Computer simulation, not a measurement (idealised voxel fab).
process module | voxel wiring stack
cross-section cut | 230 nm wide | cells 5 nm
A cross-section is a grid of square cells, given in bands from the top down. A band is one or more rows of cells.
Each band's line starts with the height of the band's top and of its bottom, in nm. Then come its materials from left to right, each with its width in nm. One material with "throughout" fills the band from edge to edge. "air" is empty space.
Height 0 is the level under which the wafer as received is all one material. The lowest band goes on downwards, as in "0 down".
A width such as "30 to 40" changes by the same amount from each row of cells to the next, from the band's top row to its bottom row.
"no change" after a step means that no cell of the cross-section changed.
closed voids: empty space of 8 cells or more with no open way to the top, each as width x height at its distance from the left edge, in nm
after a step's settings: what the simulator itself notes on the step
overlay nm, on a step with a mask: how far to the right of its planned place the mask lay; to the left if negative
plan
1 op RECEIVE | material Si
2 op CONFORMAL_DEP | material SiO2 | thk nm 10
3 op DIRECTIONAL_DEP | material TiN | thk nm 5
4 op DIRECTIONAL_DEP | material W | thk nm 25
5 op DIRECTIONAL_DEP | material aC | thk nm 15
6 op PATTERN | tone cover | mask id METAL_1 | material resist | width nm 20 | pitch nm 45 | thk nm 35 | overlay nm 0
7 op DIRECTIONAL_ETCH | etch materials aC | depth nm 15
8 op STRIP | etch materials resist
9 op DIRECTIONAL_ETCH | etch materials W | depth nm 25
10 op DIRECTIONAL_ETCH | etch materials TiN | depth nm 5
11 op STRIP | etch materials aC
12 op CONFORMAL_DEP | material SiCN | thk nm 5
13 op FILL_DEP | material lowk | thk nm 5
14 op CMP | height nm 30
15 op CONFORMAL_DEP | material SiCN | thk nm 5
16 op DIRECTIONAL_DEP | material SiO2 | thk nm 25
17 op MASKED_ETCH | tone open | mask id METAL_2 | width nm 20 | pitch nm 45 | etch materials SiO2 | depth nm 15 | overlay nm 0
18 op PATTERN | tone open | mask id METAL_2_HOLES | material resist | width nm 15 | pitch nm 90 | thk nm 15 | overlay nm 0
19 op DIRECTIONAL_ETCH | etch materials SiO2 | depth nm 10
20 op DIRECTIONAL_ETCH | etch materials SiCN | depth nm 5
21 op STRIP | etch materials resist
22 op CONFORMAL_DEP | material TiN | thk nm 5
23 op FILL_DEP | material Cu | thk nm 5
24 op CMP | height nm 70
25 op CONFORMAL_DEP | material SiCN | thk nm 5
varied across the wafers: height nm of step 14. The plan shows the first wafer's value. All wafers start alike
first wafer as received, after step 1
  0 down: Si throughout
  closed voids: none
first wafer at the end, after step 25
  75 to 70: SiCN throughout
  70 to 65: Cu throughout
  65 to 60: TiN 40 | Cu 10 | TiN 35 | Cu 10 | TiN 35 | Cu 10 | TiN 35 | Cu 10 | TiN 45
  60 to 50: SiO2 35 | TiN 5 | Cu 10 | TiN 5 | SiO2 25 | TiN 5 | Cu 10 | TiN 5 | SiO2 25 | TiN 5 | Cu 10 | TiN 5 | SiO2 25 | TiN 5 | Cu 10 | TiN 5 | SiO2 40
  50 to 45: SiO2 35 | TiN 5 | Cu 5 | TiN 10 | SiO2 25 | TiN 20 | SiO2 25 | TiN 5 | Cu 5 | TiN 10 | SiO2 25 | TiN 20 | SiO2 40
  45 to 35: SiO2 35 | TiN 5 | Cu 5 | TiN 5 | SiO2 75 | TiN 5 | Cu 5 | TiN 5 | SiO2 90
  35 to 30: SiCN 35 | TiN 15 | SiCN 75 | TiN 15 | SiCN 90
  30 to 15: lowk 30 | SiCN 5 | W 20 | SiCN 5 | lowk 15 | SiCN 5 | W 20 | SiCN 5 | lowk 15 | SiCN 5 | W 20 | SiCN 5 | lowk 15 | SiCN 5 | W 20 | SiCN 5 | lowk 35
  15 to 10: SiCN 35 | TiN 20 | SiCN 25 | TiN 20 | SiCN 25 | TiN 20 | SiCN 25 | TiN 20 | SiCN 40
  10 to 0: SiO2 throughout
  0 down: Si throughout
  closed voids: none
last wafer at the end
  75 to 70: SiCN throughout
  70 to 65: SiO2 35 | TiN 5 | Cu 5 | TiN 10 | SiO2 25 | TiN 20 | SiO2 25 | TiN 5 | Cu 5 | TiN 10 | SiO2 25 | TiN 20 | SiO2 40
  65 to 55: SiO2 35 | TiN 5 | Cu 5 | TiN 5 | SiO2 75 | TiN 5 | Cu 5 | TiN 5 | SiO2 90
  55 to 50: SiCN 35 | TiN 15 | SiCN 75 | TiN 15 | SiCN 90
  50 to 45: lowk throughout
  45 to 40: lowk 30 | SiCN 30 | lowk 15 | SiCN 30 | lowk 15 | SiCN 30 | lowk 15 | SiCN 30 | lowk 35
  40 to 15: lowk 30 | SiCN 5 | W 20 | SiCN 5 | lowk 15 | SiCN 5 | W 20 | SiCN 5 | lowk 15 | SiCN 5 | W 20 | SiCN 5 | lowk 15 | SiCN 5 | W 20 | SiCN 5 | lowk 35
  15 to 10: SiCN 35 | TiN 20 | SiCN 25 | TiN 20 | SiCN 25 | TiN 20 | SiCN 25 | TiN 20 | SiCN 40
  10 to 0: SiO2 throughout
  0 down: Si throughout
  closed voids: none
each wafer at the end: cells of each material gained (+) or lost (-) since it was received, then its closed voids
height nm 30 | +76 Cu | +140 SiCN | +262 SiO2 | +98 TiN | +48 W | +66 lowk | closed voids: none
height nm 35 | +30 Cu | +148 SiCN | +262 SiO2 | +98 TiN | +64 W | +88 lowk | closed voids: none
height nm 40 | +22 Cu | +156 SiCN | +262 SiO2 | +60 TiN | +80 W | +110 lowk | closed voids: none
height nm 45 | +14 Cu | +180 SiCN | +232 SiO2 | +52 TiN | +80 W | +132 lowk | closed voids: none
height nm 50 | +6 Cu | +180 SiCN | +202 SiO2 | +44 TiN | +80 W | +178 lowk | closed voids: none
